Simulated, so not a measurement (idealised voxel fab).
Module name: voxel transistor to metal (process module)
Cross-sectional view cut (width: 260 nm; square cell size: 5 nm).
Heads up, the way a cross-section reads in here is a grid of square cells, handed over as bands from the top down, with every band being one or more rows of cells.
Band entry format. Leading values: height of top, height of bottom, nm. Remainder: materials in left-to-right order, each with its width in nm. Special words: "all across" on a single material, which then fills the band edge to edge; "air", empty space.
Heights are reckoned from 0. Under this level, the received wafer is all of one material. The bottommost band is open-ended downward, for example "top 0, no bottom".
When a width is written as two numbers, as in "30 to 40", the first number is the width in the top row of cells of the band and the second is the width in its bottom row, and the width changes by the same amount from each row to the next.
A step reported as "no alterations made" is a step in which no cell of the cross-section changed.
You'll see "Closed internal voids" listing empty spaces that have no way open to the top, as long as they're 8 cells or more; the notation is width x height at distance, where the distance is from the left edge, and all of it is in nm.
Read whatever lies past the settings on a step's line as the simulator's own remark about the step.
If you see "overlay nm" on a step's line and that step has a mask, it's telling you how far right of where it was planned the mask ended up; a negative number means it went left instead.
So the way this works: pairs, before and after one process step. The after picture only goes down to the lowest band that actually changed, nothing below. Step and its settings are under each pair. And watch out, pairs might come from different runs of this module, same starting wafer though, so a pair only follows on from the one above if its "Pre-step cross-section" entry tells you so.
### Pre-step cross-section
- top 100, bottom 75: 25 air / 15 resist / 50 air / 15 resist / 50 air / 15 resist / 50 air / 15 resist / 25 air
- top 75, bottom 65: aC all across
- top 65, bottom 60: TiN all across
- top 60, bottom 45: W all across
- top 45, bottom 35: 25 SiO2 / 5 TiN / 5 W / 5 TiN / 50 SiO2 / 5 TiN / 5 W / 5 TiN / 50 SiO2 / 5 TiN / 5 W / 5 TiN / 50 SiO2 / 5 TiN / 5 W / 5 TiN / 25 SiO2
- top 35, bottom 20: 25 SiO2 / 5 TiN / 5 W / 5 TiN / 10 SiN / 5 SiO2 / 20 SiCN / 5 SiO2 / 10 SiN / 5 TiN / 5 W / 5 TiN / 50 SiO2 / 5 TiN / 5 W / 5 TiN / 10 SiN / 5 SiO2 / 20 SiCN / 5 SiO2 / 10 SiN / 5 TiN / 5 W / 5 TiN / 25 SiO2
- top 20, bottom 15: 25 SiO2 / 5 TiN / 5 W / 5 TiN / 10 SiN / 5 SiO2 / 20 polySi / 5 SiO2 / 10 SiN / 5 TiN / 5 W / 5 TiN / 50 SiO2 / 5 TiN / 5 W / 5 TiN / 10 SiN / 5 SiO2 / 20 polySi / 5 SiO2 / 10 SiN / 5 TiN / 5 W / 5 TiN / 25 SiO2
- top 15, bottom 10: 25 SiO2 / 15 TiN / 10 SiN / 5 SiO2 / 20 polySi / 5 SiO2 / 10 SiN / 15 TiN / 50 SiO2 / 15 TiN / 10 SiN / 5 SiO2 / 20 polySi / 5 SiO2 / 10 SiN / 15 TiN / 25 SiO2
- top 10, bottom 0: 25 SiO2 / 15 SiGe / 10 SiN / 5 SiO2 / 20 polySi / 5 SiO2 / 10 SiN / 15 SiGe / 50 SiO2 / 15 SiGe / 10 SiN / 5 SiO2 / 20 polySi / 5 SiO2 / 10 SiN / 15 SiGe / 25 SiO2
- top 0, bottom -5: 10 SiO2 / 30 SiGe / 50 SiO2 / 30 SiGe / 20 SiO2 / 30 SiGe / 50 SiO2 / 30 SiGe / 10 SiO2
- top -5, bottom -15: 15 SiO2 / 25 SiGe / 50 Si / 25 SiGe / 30 SiO2 / 25 SiGe / 50 Si / 25 SiGe / 15 SiO2
- top -15, bottom -25: 15 SiO2 / 100 Si / 30 SiO2 / 100 Si / 15 SiO2
- top -25, no bottom: Si all across
- Closed internal voids: none
### Structure After Step
- top 90, bottom 75: 25 air / 15 resist / 50 air / 15 resist / 50 air / 15 resist / 50 air / 15 resist / 25 air
- top 75, bottom 65: 25 air / 15 aC / 50 air / 15 aC / 50 air / 15 aC / 50 air / 15 aC / 25 air
- For the remainder of the cross-section, below 65, there is no change.
- Closed internal voids: none
Quick note on the step between the two cross-sections above: DIRECTIONAL_ETCH (etch materials aC; depth nm 10)
Pre-step cross-section: The prior state of this step coincides with the post-step cross-section of the pair just above.
### Structure After Step
- top 75, bottom 65: 25 air / 15 aC / 50 air / 15 aC / 50 air / 15 aC / 50 air / 15 aC / 25 air
- For the remainder of the cross-section, below 65, there is no change.
- Closed internal voids: none
Quick note on the step between the two cross-sections above: STRIP (etch materials resist)
Pre-step cross-section: The prior state of this step coincides with the post-step cross-section of the pair just above.
### Structure After Step
- top 75, bottom 65: 25 air / 15 aC / 50 air / 15 aC / 50 air / 15 aC / 50 air / 15 aC / 25 air
- top 65, bottom 60: 25 air / 15 TiN / 50 air / 15 TiN / 50 air / 15 TiN / 50 air / 15 TiN / 25 air
- For the remainder of the cross-section, below 60, there is no change.
- Closed internal voids: none
Quick note on the step between the two cross-sections above: DIRECTIONAL_ETCH (etch materials TiN; depth nm 5)
Pre-step cross-section: The prior state of this step coincides with the post-step cross-section of the pair just above.
### Structure After Step
- top 65, bottom 60: 25 air / 15 TiN / 50 air / 15 TiN / 50 air / 15 TiN / 50 air / 15 TiN / 25 air
- For the remainder of the cross-section, below 60, there is no change.
- Closed internal voids: none
Quick note on the step between the two cross-sections above: STRIP (etch materials aC)
Pre-step cross-section: The prior state of this step coincides with the post-step cross-section of the pair just above.
### Structure After Step
- top 70, bottom 65: 20 air / 25 SiCN / 40 air / 25 SiCN / 40 air / 25 SiCN / 40 air / 25 SiCN / 20 air
- top 65, bottom 60: 25 SiCN / 15 TiN / 50 SiCN / 15 TiN / 50 SiCN / 15 TiN / 50 SiCN / 15 TiN / 25 SiCN
- For the remainder of the cross-section, below 60, there is no change.
- Closed internal voids: none
Quick note on the step between the two cross-sections above: CONFORMAL_DEP (material SiCN; thk nm 5)
Pre-step cross-section: The prior state of this step coincides with the post-step cross-section of the pair just above.
### Structure After Step
- top 75, bottom 70: lowk all across
- top 70, bottom 65: 20 lowk / 25 SiCN / 40 lowk / 25 SiCN / 40 lowk / 25 SiCN / 40 lowk / 25 SiCN / 20 lowk
- For the remainder of the cross-section, below 65, there is no change.
- Closed internal voids: none
Quick note on the step between the two cross-sections above: FILL_DEP (material lowk; thk nm 5)
Pre-step cross-section: The prior state of this step coincides with the post-step cross-section of the pair just above.
### Structure After Step
- top 65, bottom 60: 25 SiCN / 15 TiN / 50 SiCN / 15 TiN / 50 SiCN / 15 TiN / 50 SiCN / 15 TiN / 25 SiCN
- For the remainder of the cross-section, below 60, there is no change.
- Closed internal voids: none
Quick note on the step between the two cross-sections above: CMP (height nm 65)
Pre-step cross-section: The prior state of this step coincides with the post-step cross-section of the pair just above.
### Structure After Step
- top 70, bottom 65: SiCN all across
- For the remainder of the cross-section, below 65, there is no change.
- Closed internal voids: none
Quick note on the step between the two cross-sections above: CONFORMAL_DEP (material SiCN; thk nm 5)
Pre-step cross-section: The prior state of this step coincides with the post-step cross-section of the pair just above.
### Structure After Step
- top 105, bottom 70: lowk all across
- For the remainder of the cross-section, below 70, there is no change.
- Closed internal voids: none
Quick note on the step between the two cross-sections above: DIRECTIONAL_DEP (material lowk; thk nm 35)
Pre-step cross-section: The prior state of this step coincides with the post-step cross-section of the pair just above.
### Structure After Step
- top 115, bottom 105: aC all across
- For the remainder of the cross-section, below 105, there is no change.
- Closed internal voids: none
Quick note on the step between the two cross-sections above: DIRECTIONAL_DEP (material aC; thk nm 10)
Pre-step cross-section: The prior state of this step coincides with the post-step cross-section of the pair just above.
### Structure After Step
- top 140, bottom 115: 25 resist / 15 air / 115 resist / 15 air / 90 resist
- For the remainder of the cross-section, below 115, there is no change.
- Closed internal voids: none
Quick note on the step between the two cross-sections above: PATTERN (tone open; mask id METAL_2; material resist; width nm 15; pitch nm 130; thk nm 25; overlay nm 0)
Pre-step cross-section: The prior state of this step coincides with the post-step cross-section of the pair just above.
### Structure After Step
- top 130, bottom 115: 25 resist / 15 air / 115 resist / 15 air / 90 resist
- top 115, bottom 105: 25 aC / 15 air / 115 aC / 15 air / 90 aC
- For the remainder of the cross-section, below 105, there is no change.
- Closed internal voids: none
Quick note on the step between the two cross-sections above: DIRECTIONAL_ETCH (etch materials aC; depth nm 10)
Pre-step cross-section: The prior state of this step coincides with the post-step cross-section of the pair just above.
### Structure After Step
- top 115, bottom 105: 25 aC / 15 air / 115 aC / 15 air / 90 aC
- For the remainder of the cross-section, below 105, there is no change.
- Closed internal voids: none
Quick note on the step between the two cross-sections above: STRIP (etch materials resist)
Pre-step cross-section: The prior state of this step coincides with the post-step cross-section of the pair just above.
### Structure After Step
- top 115, bottom 105: 25 aC / 15 air / 115 aC / 15 air / 90 aC
- top 105, bottom 85: 25 lowk / 15 air / 115 lowk / 15 air / 90 lowk
- For the remainder of the cross-section, below 85, there is no change.
- Closed internal voids: none
Quick note on the step between the two cross-sections above: DIRECTIONAL_ETCH (etch materials lowk; depth nm 20)
Pre-step cross-section: The prior state of this step coincides with the post-step cross-section of the pair just above.
### Structure After Step
- top 105, bottom 85: 25 lowk / 15 air / 115 lowk / 15 air / 90 lowk
- For the remainder of the cross-section, below 85, there is no change.
- Closed internal voids: none
Quick note on the step between the two cross-sections above: STRIP (etch materials aC)
Pre-step cross-section: The prior state of this step coincides with the post-step cross-section of the pair just above.
### Structure After Step
- top 105, bottom 70: 25 lowk / 15 air / 115 lowk / 15 air / 90 lowk
- For the remainder of the cross-section, below 70, there is no change.
- Closed internal voids: none
Quick note on the step between the two cross-sections above: MASKED_ETCH (tone open; mask id METAL_2_HOLES; width nm 15; pitch nm 130; etch materials lowk; depth nm 15; overlay nm 0)
Pre-step cross-section: The prior state of this step coincides with the post-step cross-section of the pair just above.
### Structure After Step
- top 105, bottom 70: 25 lowk / 15 air / 115 lowk / 15 air / 90 lowk
- top 70, bottom 65: 25 SiCN / 15 air / 115 SiCN / 15 air / 90 SiCN
- For the remainder of the cross-section, below 65, there is no change.
- Closed internal voids: none
Quick note on the step between the two cross-sections above: MASKED_ETCH (tone open; mask id METAL_2_HOLES; width nm 15; pitch nm 130; etch materials SiCN; depth nm 5; overlay nm 0)
Pre-step cross-section: The prior state of this step coincides with the post-step cross-section of the pair just above.
### Structure After Step
- top 110, bottom 105: 30 TiN / 5 air / 125 TiN / 5 air / 95 TiN
- top 105, bottom 70: 25 lowk / 5 TiN / 5 air / 5 TiN / 115 lowk / 5 TiN / 5 air / 5 TiN / 90 lowk
- top 70, bottom 65: 25 SiCN / 15 TiN / 115 SiCN / 15 TiN / 90 SiCN
- For the remainder of the cross-section, below 65, there is no change.
- Closed internal voids: none
Quick note on the step between the two cross-sections above: CONFORMAL_DEP (material TiN; thk nm 5)
Pre-step cross-section: The prior state of this step coincides with the post-step cross-section of the pair just above.
### Structure After Step
- top 115, bottom 110: Cu all across
- top 110, bottom 105: 30 TiN / 5 Cu / 125 TiN / 5 Cu / 95 TiN
- top 105, bottom 70: 25 lowk / 5 TiN / 5 Cu / 5 TiN / 115 lowk / 5 TiN / 5 Cu / 5 TiN / 90 lowk
- For the remainder of the cross-section, below 70, there is no change.
- Closed internal voids: none
Quick note on the step between the two cross-sections above: FILL_DEP (material Cu; thk nm 5)
Pre-step cross-section: The prior state of this step coincides with the post-step cross-section of the pair just above.
### Structure After Step
- top 105, bottom 70: 25 lowk / 5 TiN / 5 Cu / 5 TiN / 115 lowk / 5 TiN / 5 Cu / 5 TiN / 90 lowk
- For the remainder of the cross-section, below 70, there is no change.
- Closed internal voids: none
Quick note on the step between the two cross-sections above: CMP (height nm 105)
Pre-step cross-section: The prior state of this step coincides with the post-step cross-section of the pair just above.
### Structure After Step
- top 110, bottom 105: SiN all across
- For the remainder of the cross-section, below 105, there is no change.
- Closed internal voids: none
Quick note on the step between the two cross-sections above: CONFORMAL_DEP (material SiN; thk nm 5)
### Pre-step cross-section
- top 45, bottom 35: 40 air / 50 SiN / 80 air / 50 SiN / 40 air
- top 35, bottom 20: 40 air / 10 SiN / 5 SiO2 / 20 SiCN / 5 SiO2 / 10 SiN / 80 air / 10 SiN / 5 SiO2 / 20 SiCN / 5 SiO2 / 10 SiN / 40 air
- top 20, bottom 10: 40 air / 10 SiN / 5 SiO2 / 20 polySi / 5 SiO2 / 10 SiN / 80 air / 10 SiN / 5 SiO2 / 20 polySi / 5 SiO2 / 10 SiN / 40 air
- top 10, bottom 0: 50 SiN / 5 SiO2 / 20 polySi / 5 SiO2 / 100 SiN / 5 SiO2 / 20 polySi / 5 SiO2 / 50 SiN
- top 0, bottom -5: SiO2 all across
- top -5, bottom -25: 15 SiO2 / 100 Si / 30 SiO2 / 100 Si / 15 SiO2
- top -25, no bottom: Si all across
- Closed internal voids: none
### Structure After Step
- top 40, bottom 35: 40 air / 50 SiN / 80 air / 50 SiN / 40 air
- top 35, bottom 20: 40 air / 10 SiN / 5 SiO2 / 20 SiCN / 5 SiO2 / 10 SiN / 80 air / 10 SiN / 5 SiO2 / 20 SiCN / 5 SiO2 / 10 SiN / 40 air
- top 20, bottom 5: 40 air / 10 SiN / 5 SiO2 / 20 polySi / 5 SiO2 / 10 SiN / 80 air / 10 SiN / 5 SiO2 / 20 polySi / 5 SiO2 / 10 SiN / 40 air
- For the remainder of the cross-section, below 5, there is no change.
- Closed internal voids: none
Quick note on the step between the two cross-sections above: DIRECTIONAL_ETCH (etch materials SiN; depth nm 5)
Pre-step cross-section: The prior state of this step coincides with the post-step cross-section of the pair just above.
### Structure After Step
- top 45, bottom 40: SiO2 all across
- top 40, bottom 35: 40 SiO2 / 50 SiN / 80 SiO2 / 50 SiN / 40 SiO2
- top 35, bottom 20: 40 SiO2 / 10 SiN / 5 SiO2 / 20 SiCN / 5 SiO2 / 10 SiN / 80 SiO2 / 10 SiN / 5 SiO2 / 20 SiCN / 5 SiO2 / 10 SiN / 40 SiO2
- top 20, bottom 5: 40 SiO2 / 10 SiN / 5 SiO2 / 20 polySi / 5 SiO2 / 10 SiN / 80 SiO2 / 10 SiN / 5 SiO2 / 20 polySi / 5 SiO2 / 10 SiN / 40 SiO2
- For the remainder of the cross-section, below 5, there is no change.
- Closed internal voids: none
Quick note on the step between the two cross-sections above: FILL_DEP (material SiO2; thk nm 5)
Pre-step cross-section: The prior state of this step coincides with the post-step cross-section of the pair just above.
### Structure After Step
- top 35, bottom 20: 40 SiO2 / 10 SiN / 5 SiO2 / 20 SiCN / 5 SiO2 / 10 SiN / 80 SiO2 / 10 SiN / 5 SiO2 / 20 SiCN / 5 SiO2 / 10 SiN / 40 SiO2
- For the remainder of the cross-section, below 20, there is no change.
- Closed internal voids: none
Quick note on the step between the two cross-sections above: CMP (height nm 35)
Pre-step cross-section: The prior state of this step coincides with the post-step cross-section of the pair just above.
### Structure After Step
- top 45, bottom 35: SiO2 all across
- For the remainder of the cross-section, below 35, there is no change.
- Closed internal voids: none
Quick note on the step between the two cross-sections above: DIRECTIONAL_DEP (material SiO2; thk nm 10)
Pre-step cross-section: The prior state of this step coincides with the post-step cross-section of the pair just above.
### Structure After Step
- top 60, bottom 45: aC all across
- For the remainder of the cross-section, below 45, there is no change.
- Closed internal voids: none
Quick note on the step between the two cross-sections above: DIRECTIONAL_DEP (material aC; thk nm 15)
Pre-step cross-section: The prior state of this step coincides with the post-step cross-section of the pair just above.
### Structure After Step
- top 95, bottom 60: 25 resist / 15 air / 50 resist / 15 air / 50 resist / 15 air / 50 resist / 15 air / 25 resist
- For the remainder of the cross-section, below 60, there is no change.
- Closed internal voids: none
Quick note on the step between the two cross-sections above: PATTERN (tone open; mask id CONTACT; material resist; width nm 15; pitch nm 65; thk nm 35; overlay nm 0)
Pre-step cross-section: The prior state of this step coincides with the post-step cross-section of the pair just above.
### Structure After Step
- top 80, bottom 60: 25 resist / 15 air / 50 resist / 15 air / 50 resist / 15 air / 50 resist / 15 air / 25 resist
- top 60, bottom 45: 25 aC / 15 air / 50 aC / 15 air / 50 aC / 15 air / 50 aC / 15 air / 25 aC
- For the remainder of the cross-section, below 45, there is no change.
- Closed internal voids: none
Quick note on the step between the two cross-sections above: DIRECTIONAL_ETCH (etch materials aC; depth nm 15)
Pre-step cross-section: The prior state of this step coincides with the post-step cross-section of the pair just above.
### Structure After Step
- top 60, bottom 45: 25 aC / 15 air / 50 aC / 15 air / 50 aC / 15 air / 50 aC / 15 air / 25 aC
- For the remainder of the cross-section, below 45, there is no change.
- Closed internal voids: none
Quick note on the step between the two cross-sections above: STRIP (etch materials resist)
Pre-step cross-section: The prior state of this step coincides with the post-step cross-section of the pair just above.
### Structure After Step
- top 60, bottom 45: 25 aC / 15 air / 50 aC / 15 air / 50 aC / 15 air / 50 aC / 15 air / 25 aC
- top 45, bottom 35: 25 SiO2 / 15 air / 50 SiO2 / 15 air / 50 SiO2 / 15 air / 50 SiO2 / 15 air / 25 SiO2
- top 35, bottom 20: 25 SiO2 / 15 air / 10 SiN / 5 SiO2 / 20 SiCN / 5 SiO2 / 10 SiN / 15 air / 50 SiO2 / 15 air / 10 SiN / 5 SiO2 / 20 SiCN / 5 SiO2 / 10 SiN / 15 air / 25 SiO2
- top 20, bottom 10: 25 SiO2 / 15 air / 10 SiN / 5 SiO2 / 20 polySi / 5 SiO2 / 10 SiN / 15 air / 50 SiO2 / 15 air / 10 SiN / 5 SiO2 / 20 polySi / 5 SiO2 / 10 SiN / 15 air / 25 SiO2
- For the remainder of the cross-section, below 10, there is no change.
- Closed internal voids: none
Quick note on the step between the two cross-sections above: DIRECTIONAL_ETCH (etch materials SiO2; depth nm 35)
Pre-step cross-section: The prior state of this step coincides with the post-step cross-section of the pair just above.
### Structure After Step
- top 45, bottom 35: 25 SiO2 / 15 air / 50 SiO2 / 15 air / 50 SiO2 / 15 air / 50 SiO2 / 15 air / 25 SiO2
- For the remainder of the cross-section, below 35, there is no change.
- Closed internal voids: none
Quick note on the step between the two cross-sections above: STRIP (etch materials aC)
Pre-step cross-section: The prior state of this step coincides with the post-step cross-section of the pair just above.
### Structure After Step
- top 50, bottom 45: 30 TiN / 5 air / 60 TiN / 5 air / 60 TiN / 5 air / 60 TiN / 5 air / 30 TiN
- top 45, bottom 35: 25 SiO2 / 5 TiN / 5 air / 5 TiN / 50 SiO2 / 5 TiN / 5 air / 5 TiN / 50 SiO2 / 5 TiN / 5 air / 5 TiN / 50 SiO2 / 5 TiN / 5 air / 5 TiN / 25 SiO2
- top 35, bottom 20: 25 SiO2 / 5 TiN / 5 air / 5 TiN / 10 SiN / 5 SiO2 / 20 SiCN / 5 SiO2 / 10 SiN / 5 TiN / 5 air / 5 TiN / 50 SiO2 / 5 TiN / 5 air / 5 TiN / 10 SiN / 5 SiO2 / 20 SiCN / 5 SiO2 / 10 SiN / 5 TiN / 5 air / 5 TiN / 25 SiO2
- top 20, bottom 15: 25 SiO2 / 5 TiN / 5 air / 5 TiN / 10 SiN / 5 SiO2 / 20 polySi / 5 SiO2 / 10 SiN / 5 TiN / 5 air / 5 TiN / 50 SiO2 / 5 TiN / 5 air / 5 TiN / 10 SiN / 5 SiO2 / 20 polySi / 5 SiO2 / 10 SiN / 5 TiN / 5 air / 5 TiN / 25 SiO2
- top 15, bottom 10: 25 SiO2 / 15 TiN / 10 SiN / 5 SiO2 / 20 polySi / 5 SiO2 / 10 SiN / 15 TiN / 50 SiO2 / 15 TiN / 10 SiN / 5 SiO2 / 20 polySi / 5 SiO2 / 10 SiN / 15 TiN / 25 SiO2
- For the remainder of the cross-section, below 10, there is no change.
- Closed internal voids: none
Quick note on the step between the two cross-sections above: CONFORMAL_DEP (material TiN; thk nm 5)
Pre-step cross-section: The prior state of this step coincides with the post-step cross-section of the pair just above.
### Structure After Step
- top 55, bottom 50: W all across
- top 50, bottom 45: 30 TiN / 5 W / 60 TiN / 5 W / 60 TiN / 5 W / 60 TiN / 5 W / 30 TiN
- top 45, bottom 35: 25 SiO2 / 5 TiN / 5 W / 5 TiN / 50 SiO2 / 5 TiN / 5 W / 5 TiN / 50 SiO2 / 5 TiN / 5 W / 5 TiN / 50 SiO2 / 5 TiN / 5 W / 5 TiN / 25 SiO2
- top 35, bottom 20: 25 SiO2 / 5 TiN / 5 W / 5 TiN / 10 SiN / 5 SiO2 / 20 SiCN / 5 SiO2 / 10 SiN / 5 TiN / 5 W / 5 TiN / 50 SiO2 / 5 TiN / 5 W / 5 TiN / 10 SiN / 5 SiO2 / 20 SiCN / 5 SiO2 / 10 SiN / 5 TiN / 5 W / 5 TiN / 25 SiO2
- top 20, bottom 15: 25 SiO2 / 5 TiN / 5 W / 5 TiN / 10 SiN / 5 SiO2 / 20 polySi / 5 SiO2 / 10 SiN / 5 TiN / 5 W / 5 TiN / 50 SiO2 / 5 TiN / 5 W / 5 TiN / 10 SiN / 5 SiO2 / 20 polySi / 5 SiO2 / 10 SiN / 5 TiN / 5 W / 5 TiN / 25 SiO2
- For the remainder of the cross-section, below 15, there is no change.
- Closed internal voids: none
Quick note on the step between the two cross-sections above: FILL_DEP (material W; thk nm 5)
Pre-step cross-section: The prior state of this step coincides with the post-step cross-section of the pair just above.
### Structure After Step
- top 45, bottom 35: 25 SiO2 / 5 TiN / 5 W / 5 TiN / 50 SiO2 / 5 TiN / 5 W / 5 TiN / 50 SiO2 / 5 TiN / 5 W / 5 TiN / 50 SiO2 / 5 TiN / 5 W / 5 TiN / 25 SiO2
- For the remainder of the cross-section, below 35, there is no change.
- Closed internal voids: none
Quick note on the step between the two cross-sections above: CMP (height nm 45)
Pre-step cross-section: The prior state of this step coincides with the post-step cross-section of the pair just above.
### Structure After Step
- top 50, bottom 45: TiN all across
- For the remainder of the cross-section, below 45, there is no change.
- Closed internal voids: none
Quick note on the step between the two cross-sections above: DIRECTIONAL_DEP (material TiN; thk nm 5)
Pre-step cross-section: The prior state of this step coincides with the post-step cross-section of the pair just above.
### Structure After Step
- top 65, bottom 50: W all across
- For the remainder of the cross-section, below 50, there is no change.
- Closed internal voids: none
Quick note on the step between the two cross-sections above: DIRECTIONAL_DEP (material W; thk nm 15)
Pre-step cross-section: The prior state of this step coincides with the post-step cross-section of the pair just above.
### Structure After Step
- top 75, bottom 65: aC all across
- For the remainder of the cross-section, below 65, there is no change.
- Closed internal voids: none
Quick note on the step between the two cross-sections above: DIRECTIONAL_DEP (material aC; thk nm 10)
Pre-step cross-section: The prior state of this step coincides with the post-step cross-section of the pair just above.
### Structure After Step
- top 100, bottom 75: 25 air / 15 resist / 50 air / 15 resist / 50 air / 15 resist / 50 air / 15 resist / 25 air
- For the remainder of the cross-section, below 75, there is no change.
- Closed internal voids: none
Quick note on the step between the two cross-sections above: PATTERN (tone cover; mask id METAL_1; material resist; width nm 15; pitch nm 65; thk nm 25; overlay nm 0)
Pre-step cross-section: The prior state of this step coincides with the post-step cross-section of the pair just above.
### Structure After Step
- top 90, bottom 75: 25 air / 15 resist / 50 air / 15 resist / 50 air / 15 resist / 50 air / 15 resist / 25 air
- top 75, bottom 65: 25 air / 15 aC / 50 air / 15 aC / 50 air / 15 aC / 50 air / 15 aC / 25 air
- For the remainder of the cross-section, below 65, there is no change.
- Closed internal voids: none
Quick note on the step between the two cross-sections above: DIRECTIONAL_ETCH (etch materials aC; depth nm 10)
Pre-step cross-section: The prior state of this step coincides with the post-step cross-section of the pair just above.
### Structure After Step
- top 75, bottom 65: 25 air / 15 aC / 50 air / 15 aC / 50 air / 15 aC / 50 air / 15 aC / 25 air
- For the remainder of the cross-section, below 65, there is no change.
- Closed internal voids: none
Quick note on the step between the two cross-sections above: STRIP (etch materials resist)
Pre-step cross-section: The prior state of this step coincides with the post-step cross-section of the pair just above.
### Structure After Step
- top 75, bottom 65: 25 air / 15 aC / 50 air / 15 aC / 50 air / 15 aC / 50 air / 15 aC / 25 air
- top 65, bottom 50: 25 air / 15 W / 50 air / 15 W / 50 air / 15 W / 50 air / 15 W / 25 air
- For the remainder of the cross-section, below 50, there is no change.
- Closed internal voids: none
Quick note on the step between the two cross-sections above: DIRECTIONAL_ETCH (etch materials W; depth nm 15)
Pre-step cross-section: The prior state of this step coincides with the post-step cross-section of the pair just above.
### Structure After Step
- top 75, bottom 65: 25 air / 15 aC / 50 air / 15 aC / 50 air / 15 aC / 50 air / 15 aC / 25 air
- top 65, bottom 50: 25 air / 15 W / 50 air / 15 W / 50 air / 15 W / 50 air / 15 W / 25 air
- top 50, bottom 45: 25 air / 15 TiN / 50 air / 15 TiN / 50 air / 15 TiN / 50 air / 15 TiN / 25 air
- For the remainder of the cross-section, below 45, there is no change.
- Closed internal voids: none
Quick note on the step between the two cross-sections above: DIRECTIONAL_ETCH (etch materials TiN; depth nm 5)
Pre-step cross-section: The prior state of this step coincides with the post-step cross-section of the pair just above.
### Structure After Step
- top 65, bottom 50: 25 air / 15 W / 50 air / 15 W / 50 air / 15 W / 50 air / 15 W / 25 air
- For the remainder of the cross-section, below 50, there is no change.
- Closed internal voids: none
Quick note on the step between the two cross-sections above: STRIP (etch materials aC)
Pre-step cross-section: The prior state of this step coincides with the post-step cross-section of the pair just above.
### Structure After Step
- top 70, bottom 65: 20 air / 25 SiCN / 40 air / 25 SiCN / 40 air / 25 SiCN / 40 air / 25 SiCN / 20 air
- top 65, bottom 50: 20 air / 5 SiCN / 15 W / 5 SiCN / 40 air / 5 SiCN / 15 W / 5 SiCN / 40 air / 5 SiCN / 15 W / 5 SiCN / 40 air / 5 SiCN / 15 W / 5 SiCN / 20 air
- top 50, bottom 45: 25 SiCN / 15 TiN / 50 SiCN / 15 TiN / 50 SiCN / 15 TiN / 50 SiCN / 15 TiN / 25 SiCN
- For the remainder of the cross-section, below 45, there is no change.
- Closed internal voids: none
Quick note on the step between the two cross-sections above: CONFORMAL_DEP (material SiCN; thk nm 5)
Pre-step cross-section: The prior state of this step coincides with the post-step cross-section of the pair just above.
### Structure After Step
- top 75, bottom 70: lowk all across
- top 70, bottom 65: 20 lowk / 25 SiCN / 40 lowk / 25 SiCN / 40 lowk / 25 SiCN / 40 lowk / 25 SiCN / 20 lowk
- top 65, bottom 50: 20 lowk / 5 SiCN / 15 W / 5 SiCN / 40 lowk / 5 SiCN / 15 W / 5 SiCN / 40 lowk / 5 SiCN / 15 W / 5 SiCN / 40 lowk / 5 SiCN / 15 W / 5 SiCN / 20 lowk
- For the remainder of the cross-section, below 50, there is no change.
- Closed internal voids: none
Quick note on the step between the two cross-sections above: FILL_DEP (material lowk; thk nm 5)
Pre-step cross-section: The prior state of this step coincides with the post-step cross-section of the pair just above.
### Structure After Step
- top 65, bottom 50: 20 lowk / 5 SiCN / 15 W / 5 SiCN / 40 lowk / 5 SiCN / 15 W / 5 SiCN / 40 lowk / 5 SiCN / 15 W / 5 SiCN / 40 lowk / 5 SiCN / 15 W / 5 SiCN / 20 lowk
- For the remainder of the cross-section, below 50, there is no change.
- Closed internal voids: none
Quick note on the step between the two cross-sections above: CMP (height nm 65)
Pre-step cross-section: The prior state of this step coincides with the post-step cross-section of the pair just above.
### Structure After Step
- top 70, bottom 65: SiCN all across
- For the remainder of the cross-section, below 65, there is no change.
- Closed internal voids: none
Quick note on the step between the two cross-sections above: CONFORMAL_DEP (material SiCN; thk nm 5)
Pre-step cross-section: The prior state of this step coincides with the post-step cross-section of the pair just above.
### Structure After Step
- top 105, bottom 70: lowk all across
- For the remainder of the cross-section, below 70, there is no change.
- Closed internal voids: none
Quick note on the step between the two cross-sections above: DIRECTIONAL_DEP (material lowk; thk nm 35)
Pre-step cross-section: The prior state of this step coincides with the post-step cross-section of the pair just above.
### Structure After Step
- top 115, bottom 105: aC all across
- For the remainder of the cross-section, below 105, there is no change.
- Closed internal voids: none
Quick note on the step between the two cross-sections above: DIRECTIONAL_DEP (material aC; thk nm 10)
Pre-step cross-section: The prior state of this step coincides with the post-step cross-section of the pair just above.
### Structure After Step
- top 140, bottom 115: 25 resist / 15 air / 115 resist / 15 air / 90 resist
- For the remainder of the cross-section, below 115, there is no change.
- Closed internal voids: none
Quick note on the step between the two cross-sections above: PATTERN (tone open; mask id METAL_2; material resist; width nm 15; pitch nm 130; thk nm 25; overlay nm 0)
Pre-step cross-section: The prior state of this step coincides with the post-step cross-section of the pair just above.
### Structure After Step
- top 130, bottom 115: 25 resist / 15 air / 115 resist / 15 air / 90 resist
- top 115, bottom 105: 25 aC / 15 air / 115 aC / 15 air / 90 aC
- For the remainder of the cross-section, below 105, there is no change.
- Closed internal voids: none
Quick note on the step between the two cross-sections above: DIRECTIONAL_ETCH (etch materials aC; depth nm 10)
Pre-step cross-section: The prior state of this step coincides with the post-step cross-section of the pair just above.
### Structure After Step
- top 115, bottom 105: 25 aC / 15 air / 115 aC / 15 air / 90 aC
- For the remainder of the cross-section, below 105, there is no change.
- Closed internal voids: none
Quick note on the step between the two cross-sections above: STRIP (etch materials resist)
Pre-step cross-section: The prior state of this step coincides with the post-step cross-section of the pair just above.
### Structure After Step
- top 115, bottom 105: 25 aC / 15 air / 115 aC / 15 air / 90 aC
- top 105, bottom 85: 25 lowk / 15 air / 115 lowk / 15 air / 90 lowk
- For the remainder of the cross-section, below 85, there is no change.
- Closed internal voids: none
Quick note on the step between the two cross-sections above: DIRECTIONAL_ETCH (etch materials lowk; depth nm 20)
Pre-step cross-section: The prior state of this step coincides with the post-step cross-section of the pair just above.
### Structure After Step
- top 105, bottom 85: 25 lowk / 15 air / 115 lowk / 15 air / 90 lowk
- For the remainder of the cross-section, below 85, there is no change.
- Closed internal voids: none
Quick note on the step between the two cross-sections above: STRIP (etch materials aC)
Pre-step cross-section: The prior state of this step coincides with the post-step cross-section of the pair just above.
### Structure After Step
- top 105, bottom 70: 25 lowk / 15 air / 115 lowk / 15 air / 90 lowk
- For the remainder of the cross-section, below 70, there is no change.
- Closed internal voids: none
Quick note on the step between the two cross-sections above: MASKED_ETCH (tone open; mask id METAL_2_HOLES; width nm 15; pitch nm 130; etch materials lowk; depth nm 15; overlay nm 0)
Pre-step cross-section: The prior state of this step coincides with the post-step cross-section of the pair just above.
### Structure After Step
- top 105, bottom 70: 25 lowk / 15 air / 115 lowk / 15 air / 90 lowk
- top 70, bottom 65: 25 SiCN / 15 air / 115 SiCN / 15 air / 90 SiCN
- For the remainder of the cross-section, below 65, there is no change.
- Closed internal voids: none
Quick note on the step between the two cross-sections above: MASKED_ETCH (tone open; mask id METAL_2_HOLES; width nm 15; pitch nm 130; etch materials SiCN; depth nm 5; overlay nm 0)
